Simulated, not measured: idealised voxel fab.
You're looking at the process module voxel wiring stack.
Pictured: cross-section cut, 205 nm wide, on a grid of 5 nm square cells.
Cross-section layout: square cells on a grid; listed as bands, top to bottom; a band spans one or more cell rows. This entry defines a band. It first specifies the height of the band's top and the height of its bottom in nm, and then specifies the band's materials from left to right, stating each material with its width in nm. The word "all across" identifies a single material that fills the band from edge to edge, while the word "air" identifies empty space. Note: height 0 marks the level under which the wafer is uniformly one material as received. Lowest band unbounded below, written "0 nm and below". Width spec "30 to 40" -> top row of cells at first value, bottom row at second value, equal per-row change in between. No cell of the cross-section changed in a step that is given as "no modification". "Enclosed cavities" means: voids of 8 cells or more that are shut off from the top with no open way through. Written width x height at distance, distance from the left edge, in nm. Step line, after settings: the simulator's comment on this step. Each step line may optionally specify "overlay nm", which for a step with a mask gives the rightward distance between the mask's planned place and where it lay, a negative value indicating the leftward direction.
**Steps in the process plan**
1: RECEIVE (material Si)
2: CONFORMAL_DEP (material SiO2; thk nm 15)
3: DIRECTIONAL_DEP (material TiN; thk nm 5)
4: DIRECTIONAL_DEP (material W; thk nm 25)
5: PATTERN (tone cover; mask id METAL_1; material resist; width nm 30; pitch nm 55; thk nm 15; overlay nm 0)
6: DIRECTIONAL_ETCH (etch materials W; depth nm 25)
7: DIRECTIONAL_ETCH (etch materials TiN; depth nm 5)
8: STRIP (etch materials resist)
9: FILL_DEP (material lowk; thk nm 5)
10: CMP (height nm 45)
11: CONFORMAL_DEP (material SiCN; thk nm 5)
12: DIRECTIONAL_DEP (material SiO2; thk nm 20)
13: DIRECTIONAL_DEP (material aC; thk nm 10)
14: PATTERN (tone open; mask id PLUG_1; material resist; width nm 15; pitch nm 110; thk nm 30; overlay nm 0)
15: DIRECTIONAL_ETCH (etch materials aC; depth nm 10)
16: STRIP (etch materials resist)
17: DIRECTIONAL_ETCH (etch materials SiO2; depth nm 20)
18: DIRECTIONAL_ETCH (etch materials SiCN; depth nm 5)
19: STRIP (etch materials aC)
20: CONFORMAL_DEP (material TiN; thk nm 5)
21: FILL_DEP (material W; thk nm 5)
22: CMP (height nm 70)
23: DIRECTIONAL_DEP (material TiN; thk nm 5)
24: DIRECTIONAL_DEP (material W; thk nm 15)
25: PATTERN (tone cover; mask id METAL_2; material resist; width nm 30; pitch nm 55; thk nm 20; overlay nm 0)
26: DIRECTIONAL_ETCH (etch materials W; depth nm 15)
27: DIRECTIONAL_ETCH (etch materials TiN; depth nm 5)
28: STRIP (etch materials resist)
29: FILL_DEP (material SiO2; thk nm 10)
30: CMP (height nm 90)
31: CONFORMAL_DEP (material SiCN; thk nm 5)
32: DIRECTIONAL_DEP (material lowk; thk nm 30)
33: PATTERN (tone open; mask id METAL_3_HOLES; material resist; width nm 15; pitch nm 55; thk nm 20; overlay nm 0)
34: DIRECTIONAL_ETCH (etch materials lowk; depth nm 30)
35: STRIP (etch materials resist)
36: MASKED_ETCH (tone open; mask id METAL_3; width nm 30; pitch nm 55; etch materials lowk; depth nm 15; overlay nm 0)
37: MASKED_ETCH (tone open; mask id METAL_3; width nm 30; pitch nm 55; etch materials SiCN; depth nm 5; overlay nm 0)
38: CONFORMAL_DEP (material TiN; thk nm 5)
39: FILL_DEP (material Ru; thk nm 10)
40: CMP (height nm 125)
41: CONFORMAL_DEP (material SiN; thk nm 5)
**First wafer out of two, processed as planned**
**Shown in cross-section is the wafer as received, that is, as it stands after step 1**
> 0 nm and below = Si all across
> Enclosed cavities: none
**Cross-section: wafer state after step 2**
> 15 nm to 0 nm = SiO2 all across
> Rest of section, below 0: as before.
**Cross-section: wafer state after step 3**
> 20 nm to 15 nm = TiN all across
> Rest of section, below 15: as before.
**Cross-section: wafer state after step 4**
> 45 nm to 20 nm = W all across
> Rest of section, below 20: as before.
**Cross-section: wafer state after step 5**
> 60 nm to 45 nm = air=30  resist=30  air=25  resist=30  air=25  resist=30  air=35
> Rest of section, below 45: as before.
**Cross-section: wafer state after step 6**
> 60 nm to 45 nm = air=30  resist=30  air=25  resist=30  air=25  resist=30  air=35
> 45 nm to 20 nm = air=30  W=30  air=25  W=30  air=25  W=30  air=35
> Rest of section, below 20: as before.
**Cross-section: wafer state after step 7**
> 60 nm to 45 nm = air=30  resist=30  air=25  resist=30  air=25  resist=30  air=35
> 45 nm to 20 nm = air=30  W=30  air=25  W=30  air=25  W=30  air=35
> 20 nm to 15 nm = air=30  TiN=30  air=25  TiN=30  air=25  TiN=30  air=35
> Rest of section, below 15: as before.
**Cross-section: wafer state after step 8**
> 45 nm to 20 nm = air=30  W=30  air=25  W=30  air=25  W=30  air=35
> Rest of section, below 20: as before.
**Cross-section: wafer state after step 9**
> 50 nm to 45 nm = lowk all across
> 45 nm to 20 nm = lowk=30  W=30  lowk=25  W=30  lowk=25  W=30  lowk=35
> 20 nm to 15 nm = lowk=30  TiN=30  lowk=25  TiN=30  lowk=25  TiN=30  lowk=35
> Rest of section, below 15: as before.
**Cross-section: wafer state after step 10**
> 45 nm to 20 nm = lowk=30  W=30  lowk=25  W=30  lowk=25  W=30  lowk=35
> Rest of section, below 20: as before.
**Cross-section: wafer state after step 11**
> 50 nm to 45 nm = SiCN all across
> Rest of section, below 45: as before.
**Cross-section: wafer state after step 12**
> 70 nm to 50 nm = SiO2 all across
> Rest of section, below 50: as before.
**Cross-section: wafer state after step 13**
> 80 nm to 70 nm = aC all across
> Rest of section, below 70: as before.
**Cross-section: wafer state after step 14**
> 110 nm to 80 nm = resist=30  air=15  resist=95  air=15  resist=50
> Rest of section, below 80: as before.
**Cross-section: wafer state after step 15**
> 100 nm to 80 nm = resist=30  air=15  resist=95  air=15  resist=50
> 80 nm to 70 nm = aC=30  air=15  aC=95  air=15  aC=50
> Rest of section, below 70: as before.
**Cross-section: wafer state after step 16**
> 80 nm to 70 nm = aC=30  air=15  aC=95  air=15  aC=50
> Rest of section, below 70: as before.
**Cross-section: wafer state after step 17**
> 80 nm to 70 nm = aC=30  air=15  aC=95  air=15  aC=50
> 70 nm to 50 nm = SiO2=30  air=15  SiO2=95  air=15  SiO2=50
> Rest of section, below 50: as before.
**Cross-section: wafer state after step 18**
> 80 nm to 70 nm = aC=30  air=15  aC=95  air=15  aC=50
> 70 nm to 50 nm = SiO2=30  air=15  SiO2=95  air=15  SiO2=50
> 50 nm to 45 nm = SiCN=30  air=15  SiCN=95  air=15  SiCN=50
> Rest of section, below 45: as before.
**Cross-section: wafer state after step 19**
> 70 nm to 50 nm = SiO2=30  air=15  SiO2=95  air=15  SiO2=50
> Rest of section, below 50: as before.
**Cross-section: wafer state after step 20**
> 75 nm to 70 nm = TiN=35  air=5  TiN=105  air=5  TiN=55
> 70 nm to 50 nm = SiO2=30  TiN=5  air=5  TiN=5  SiO2=95  TiN=5  air=5  TiN=5  SiO2=50
> 50 nm to 45 nm = SiCN=30  TiN=15  SiCN=95  TiN=15  SiCN=50
> Rest of section, below 45: as before.
**Cross-section: wafer state after step 21**
> 80 nm to 75 nm = W all across
> 75 nm to 70 nm = TiN=35  W=5  TiN=105  W=5  TiN=55
> 70 nm to 50 nm = SiO2=30  TiN=5  W=5  TiN=5  SiO2=95  TiN=5  W=5  TiN=5  SiO2=50
> Rest of section, below 50: as before.
**Cross-section: wafer state after step 22**
> 70 nm to 50 nm = SiO2=30  TiN=5  W=5  TiN=5  SiO2=95  TiN=5  W=5  TiN=5  SiO2=50
> Rest of section, below 50: as before.
**Cross-section: wafer state after step 23**
> 75 nm to 70 nm = TiN all across
> Rest of section, below 70: as before.
**Cross-section: wafer state after step 24**
> 90 nm to 75 nm = W all across
> Rest of section, below 75: as before.
**Cross-section: wafer state after step 25**
> 110 nm to 90 nm = air=30  resist=30  air=25  resist=30  air=25  resist=30  air=35
> Rest of section, below 90: as before.
**Cross-section: wafer state after step 26**
> 110 nm to 90 nm = air=30  resist=30  air=25  resist=30  air=25  resist=30  air=35
> 90 nm to 75 nm = air=30  W=30  air=25  W=30  air=25  W=30  air=35
> Rest of section, below 75: as before.
**Cross-section: wafer state after step 27**
> 110 nm to 90 nm = air=30  resist=30  air=25  resist=30  air=25  resist=30  air=35
> 90 nm to 75 nm = air=30  W=30  air=25  W=30  air=25  W=30  air=35
> 75 nm to 70 nm = air=30  TiN=30  air=25  TiN=30  air=25  TiN=30  air=35
> Rest of section, below 70: as before.
**Cross-section: wafer state after step 28**
> 90 nm to 75 nm = air=30  W=30  air=25  W=30  air=25  W=30  air=35
> Rest of section, below 75: as before.
**Cross-section: wafer state after step 29**
> 100 nm to 90 nm = SiO2 all across
> 90 nm to 75 nm = SiO2=30  W=30  SiO2=25  W=30  SiO2=25  W=30  SiO2=35
> 75 nm to 70 nm = SiO2=30  TiN=30  SiO2=25  TiN=30  SiO2=25  TiN=30  SiO2=35
> Rest of section, below 70: as before.
**Cross-section: wafer state after step 30**
> 90 nm to 75 nm = SiO2=30  W=30  SiO2=25  W=30  SiO2=25  W=30  SiO2=35
> Rest of section, below 75: as before.
**Cross-section: wafer state after step 31**
> 95 nm to 90 nm = SiCN all across
> Rest of section, below 90: as before.
**Cross-section: wafer state after step 32**
> 125 nm to 95 nm = lowk all across
> Rest of section, below 95: as before.
**Cross-section: wafer state after step 33**
> 145 nm to 125 nm = resist=30  air=15  resist=40  air=15  resist=40  air=15  resist=50
> Rest of section, below 125: as before.
**Cross-section: wafer state after step 34**
> 145 nm to 125 nm = resist=30  air=15  resist=40  air=15  resist=40  air=15  resist=50
> 125 nm to 95 nm = lowk=30  air=15  lowk=40  air=15  lowk=40  air=15  lowk=50
> Rest of section, below 95: as before.
**Cross-section: wafer state after step 35**
> 125 nm to 95 nm = lowk=30  air=15  lowk=40  air=15  lowk=40  air=15  lowk=50
> Rest of section, below 95: as before.
**Cross-section: wafer state after step 36**
> 125 nm to 110 nm = lowk=30  air=30  lowk=25  air=30  lowk=25  air=30  lowk=35
> Rest of section, below 110: as before.
**Cross-section: wafer state after step 37**
> 125 nm to 110 nm = lowk=30  air=30  lowk=25  air=30  lowk=25  air=30  lowk=35
> 110 nm to 95 nm = lowk=30  air=15  lowk=40  air=15  lowk=40  air=15  lowk=50
> 95 nm to 90 nm = SiCN=30  air=15  SiCN=40  air=15  SiCN=40  air=15  SiCN=50
> Rest of section, below 90: as before.
**Cross-section: wafer state after step 38**
> 130 nm to 125 nm = TiN=35  air=20  TiN=35  air=20  TiN=35  air=20  TiN=40
> 125 nm to 115 nm = lowk=30  TiN=5  air=20  TiN=5  lowk=25  TiN=5  air=20  TiN=5  lowk=25  TiN=5  air=20  TiN=5  lowk=35
> 115 nm to 110 nm = lowk=30  TiN=5  air=5  TiN=20  lowk=25  TiN=5  air=5  TiN=20  lowk=25  TiN=5  air=5  TiN=20  lowk=35
> 110 nm to 95 nm = lowk=30  TiN=5  air=5  TiN=5  lowk=40  TiN=5  air=5  TiN=5  lowk=40  TiN=5  air=5  TiN=5  lowk=50
> 95 nm to 90 nm = SiCN=30  TiN=15  SiCN=40  TiN=15  SiCN=40  TiN=15  SiCN=50
> Rest of section, below 90: as before.
**Cross-section: wafer state after step 39**
> 140 nm to 130 nm = Ru all across
> 130 nm to 125 nm = TiN=35  Ru=20  TiN=35  Ru=20  TiN=35  Ru=20  TiN=40
> 125 nm to 115 nm = lowk=30  TiN=5  Ru=20  TiN=5  lowk=25  TiN=5  Ru=20  TiN=5  lowk=25  TiN=5  Ru=20  TiN=5  lowk=35
> 115 nm to 110 nm = lowk=30  TiN=5  Ru=5  TiN=20  lowk=25  TiN=5  Ru=5  TiN=20  lowk=25  TiN=5  Ru=5  TiN=20  lowk=35
> 110 nm to 95 nm = lowk=30  TiN=5  Ru=5  TiN=5  lowk=40  TiN=5  Ru=5  TiN=5  lowk=40  TiN=5  Ru=5  TiN=5  lowk=50
> Rest of section, below 95: as before.
**Cross-section: wafer state after step 40**
> 125 nm to 115 nm = lowk=30  TiN=5  Ru=20  TiN=5  lowk=25  TiN=5  Ru=20  TiN=5  lowk=25  TiN=5  Ru=20  TiN=5  lowk=35
> Rest of section, below 115: as before.
**Cross-section: wafer state after step 41**
> 130 nm to 125 nm = SiN all across
> Rest of section, below 125: as before.
**Companion wafer, the second of two: same beginning, same intended sequence, one mistake in carrying it out; through step 10 inclusive it tracks the first exactly**
**Here is the second wafer in cross-section at the point where step 11 of the plan should have been done**
> 65 nm to 45 nm = SiO2 all across
> Rest of section, below 45: as before.
**Here is the second wafer in cross-section at the point where step 12 of the plan should have been done**
> 70 nm to 65 nm = SiCN all across
> Rest of section, below 65: as before.
**Here is the second wafer in cross-section at the point where step 13 of the plan should have been done**
> 80 nm to 70 nm = aC all across
> Rest of section, below 70: as before.
**Here is the second wafer in cross-section at the point where step 14 of the plan should have been done**
> 110 nm to 80 nm = resist=30  air=15  resist=95  air=15  resist=50
> Rest of section, below 80: as before.
**Here is the second wafer in cross-section at the point where step 15 of the plan should have been done**
> 100 nm to 80 nm = resist=30  air=15  resist=95  air=15  resist=50
> 80 nm to 70 nm = aC=30  air=15  aC=95  air=15  aC=50
> Rest of section, below 70: as before.
**Here is the second wafer in cross-section at the point where step 16 of the plan should have been done**
> 80 nm to 70 nm = aC=30  air=15  aC=95  air=15  aC=50
> Rest of section, below 70: as before.
Here is the second wafer in cross-section at the point where step 17 of the plan should have been done: no modification
**Here is the second wafer in cross-section at the point where step 18 of the plan should have been done**
> 80 nm to 70 nm = aC=30  air=15  aC=95  air=15  aC=50
> 70 nm to 65 nm = SiCN=30  air=15  SiCN=95  air=15  SiCN=50
> Rest of section, below 65: as before.
**Here is the second wafer in cross-section at the point where step 19 of the plan should have been done**
> 70 nm to 65 nm = SiCN=30  air=15  SiCN=95  air=15  SiCN=50
> Rest of section, below 65: as before.
**Here is the second wafer in cross-section at the point where step 20 of the plan should have been done**
> 75 nm to 70 nm = TiN=35  air=5  TiN=105  air=5  TiN=55
> 70 nm to 65 nm = SiCN=30  TiN=15  SiCN=95  TiN=15  SiCN=50
> Rest of section, below 65: as before.
**Here is the second wafer in cross-section at the point where step 21 of the plan should have been done**
> 80 nm to 75 nm = W all across
> 75 nm to 70 nm = TiN=35  W=5  TiN=105  W=5  TiN=55
> Rest of section, below 70: as before.
**Here is the second wafer in cross-section at the point where step 22 of the plan should have been done**
> 70 nm to 65 nm = SiCN=30  TiN=15  SiCN=95  TiN=15  SiCN=50
> Rest of section, below 65: as before.
**Here is the second wafer in cross-section at the point where step 23 of the plan should have been done**
> 75 nm to 70 nm = TiN all across
> Rest of section, below 70: as before.
**Here is the second wafer in cross-section at the point where step 24 of the plan should have been done**
> 90 nm to 75 nm = W all across
> Rest of section, below 75: as before.
**Here is the second wafer in cross-section at the point where step 25 of the plan should have been done**
> 110 nm to 90 nm = air=30  resist=30  air=25  resist=30  air=25  resist=30  air=35
> Rest of section, below 90: as before.
**Here is the second wafer in cross-section at the point where step 26 of the plan should have been done**
> 110 nm to 90 nm = air=30  resist=30  air=25  resist=30  air=25  resist=30  air=35
> 90 nm to 75 nm = air=30  W=30  air=25  W=30  air=25  W=30  air=35
> Rest of section, below 75: as before.
**Here is the second wafer in cross-section at the point where step 27 of the plan should have been done**
> 110 nm to 90 nm = air=30  resist=30  air=25  resist=30  air=25  resist=30  air=35
> 90 nm to 75 nm = air=30  W=30  air=25  W=30  air=25  W=30  air=35
> 75 nm to 70 nm = air=30  TiN=30  air=25  TiN=30  air=25  TiN=30  air=35
> Rest of section, below 70: as before.
**Here is the second wafer in cross-section at the point where step 28 of the plan should have been done**
> 90 nm to 75 nm = air=30  W=30  air=25  W=30  air=25  W=30  air=35
> Rest of section, below 75: as before.
**Here is the second wafer in cross-section at the point where step 29 of the plan should have been done**
> 100 nm to 90 nm = SiO2 all across
> 90 nm to 75 nm = SiO2=30  W=30  SiO2=25  W=30  SiO2=25  W=30  SiO2=35
> 75 nm to 70 nm = SiO2=30  TiN=30  SiO2=25  TiN=30  SiO2=25  TiN=30  SiO2=35
> Rest of section, below 70: as before.
**Here is the second wafer in cross-section at the point where step 30 of the plan should have been done**
> 90 nm to 75 nm = SiO2=30  W=30  SiO2=25  W=30  SiO2=25  W=30  SiO2=35
> Rest of section, below 75: as before.
**Here is the second wafer in cross-section at the point where step 31 of the plan should have been done**
> 95 nm to 90 nm = SiCN all across
> Rest of section, below 90: as before.
**Here is the second wafer in cross-section at the point where step 32 of the plan should have been done**
> 125 nm to 95 nm = lowk all across
> Rest of section, below 95: as before.
**Here is the second wafer in cross-section at the point where step 33 of the plan should have been done**
> 145 nm to 125 nm = resist=30  air=15  resist=40  air=15  resist=40  air=15  resist=50
> Rest of section, below 125: as before.
**Here is the second wafer in cross-section at the point where step 34 of the plan should have been done**
> 145 nm to 125 nm = resist=30  air=15  resist=40  air=15  resist=40  air=15  resist=50
> 125 nm to 95 nm = lowk=30  air=15  lowk=40  air=15  lowk=40  air=15  lowk=50
> Rest of section, below 95: as before.
**Here is the second wafer in cross-section at the point where step 35 of the plan should have been done**
> 125 nm to 95 nm = lowk=30  air=15  lowk=40  air=15  lowk=40  air=15  lowk=50
> Rest of section, below 95: as before.
**Here is the second wafer in cross-section at the point where step 36 of the plan should have been done**
> 125 nm to 110 nm = lowk=30  air=30  lowk=25  air=30  lowk=25  air=30  lowk=35
> Rest of section, below 110: as before.
**Here is the second wafer in cross-section at the point where step 37 of the plan should have been done**
> 125 nm to 110 nm = lowk=30  air=30  lowk=25  air=30  lowk=25  air=30  lowk=35
> 110 nm to 95 nm = lowk=30  air=15  lowk=40  air=15  lowk=40  air=15  lowk=50
> 95 nm to 90 nm = SiCN=30  air=15  SiCN=40  air=15  SiCN=40  air=15  SiCN=50
> Rest of section, below 90: as before.
**Here is the second wafer in cross-section at the point where step 38 of the plan should have been done**
> 130 nm to 125 nm = TiN=35  air=20  TiN=35  air=20  TiN=35  air=20  TiN=40
> 125 nm to 115 nm = lowk=30  TiN=5  air=20  TiN=5  lowk=25  TiN=5  air=20  TiN=5  lowk=25  TiN=5  air=20  TiN=5  lowk=35
> 115 nm to 110 nm = lowk=30  TiN=5  air=5  TiN=20  lowk=25  TiN=5  air=5  TiN=20  lowk=25  TiN=5  air=5  TiN=20  lowk=35
> 110 nm to 95 nm = lowk=30  TiN=5  air=5  TiN=5  lowk=40  TiN=5  air=5  TiN=5  lowk=40  TiN=5  air=5  TiN=5  lowk=50
> 95 nm to 90 nm = SiCN=30  TiN=15  SiCN=40  TiN=15  SiCN=40  TiN=15  SiCN=50
> Rest of section, below 90: as before.
**Here is the second wafer in cross-section at the point where step 39 of the plan should have been done**
> 140 nm to 130 nm = Ru all across
> 130 nm to 125 nm = TiN=35  Ru=20  TiN=35  Ru=20  TiN=35  Ru=20  TiN=40
> 125 nm to 115 nm = lowk=30  TiN=5  Ru=20  TiN=5  lowk=25  TiN=5  Ru=20  TiN=5  lowk=25  TiN=5  Ru=20  TiN=5  lowk=35
> 115 nm to 110 nm = lowk=30  TiN=5  Ru=5  TiN=20  lowk=25  TiN=5  Ru=5  TiN=20  lowk=25  TiN=5  Ru=5  TiN=20  lowk=35
> 110 nm to 95 nm = lowk=30  TiN=5  Ru=5  TiN=5  lowk=40  TiN=5  Ru=5  TiN=5  lowk=40  TiN=5  Ru=5  TiN=5  lowk=50
> Rest of section, below 95: as before.
**Here is the second wafer in cross-section at the point where step 40 of the plan should have been done**
> 125 nm to 115 nm = lowk=30  TiN=5  Ru=20  TiN=5  lowk=25  TiN=5  Ru=20  TiN=5  lowk=25  TiN=5  Ru=20  TiN=5  lowk=35
> Rest of section, below 115: as before.
**Here is the second wafer in cross-section at the point where step 41 of the plan should have been done**
> 130 nm to 125 nm = SiN all across
> Rest of section, below 125: as before.
Deviation from plan: transposition of steps 11 and 12 relative to the planned sequence
Looking at both finished wafers in cells, the second ends up ahead of or behind the first on some materials: SiO2 +24; TiN -16; W -8
